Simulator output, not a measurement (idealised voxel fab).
Documented hereafter: the process module known as voxel released beams.
Square cell edge 5 nm, section width 250 nm, ID cut.
How to read a cross-section here: the picture is a grid of square cells, written as bands going from the top down, and any band can span one or more rows of cells. Basically the band line says how high the top is and how high the bottom is, in nm, and then what's in it from left to right, every material with its width in nm. Empty space shows up as "empty", and if a single material carries "full width" it runs the full band edge to edge. Heights are reckoned from 0. Under this level, the received wafer is all of one material. The bottommost band is open-ended downward, for example "0 and below". So if you see something like "30 to 40" for the width, read it as the top row of the band sitting at the first number and the bottom row at the second, with every row in between moving by the same amount as the last. Where a step carries "nothing changed", the cross-section came out of it unchanged, cell for cell. The label "Sealed internal cavities" introduces a list of the empty spaces, 8 cells or larger, that have no open way up to the top; each entry in it reads width x height at distance, where the distance is taken from the left edge and all three are stated in nm. Past the settings on a step's line: simulator remark, on that step. The setting "overlay nm" may be written on the line of a step. When the step uses a mask, the value reports how far to the right of the planned place the mask lay, and a negative value reports that it lay to the left.

# So here's the lineup of process steps we planned
1,RECEIVE: material Si
2,CONFORMAL_DEP: material Al2O3, thk nm 5
3,DIRECTIONAL_DEP: material SiO2, thk nm 10
4,PATTERN: tone open, mask id ANCHOR, material resist, width nm 30, thk nm 15, overlay nm 0
5,DIRECTIONAL_ETCH: etch materials SiO2, depth nm 10
6,STRIP: etch materials resist
7,CONFORMAL_DEP: material SiN, thk nm 10
8,PATTERN: tone cover, mask id BEAM, material resist, width nm 100, thk nm 15, overlay nm 0
9,DIRECTIONAL_ETCH: etch materials SiN, depth nm 10
10,STRIP: etch materials resist
11,STRIP: etch materials SiO2

# Cross-section of the incoming wafer, state after step 1
0 and below: Si full width
Sealed internal cavities: none

# This is how the wafer looks in cross-section once the module is done, given the starting state and plan above and one mistake in carrying the plan out
20 down to 10: 70 empty; 15 SiN; 10 empty; 75 SiN; 80 empty
10 down to 0: 75 empty; 30 SiN; 145 empty
0 and below: Si full width
Sealed internal cavities: none
What went wrong in running the wafer? plan step 2 skipped
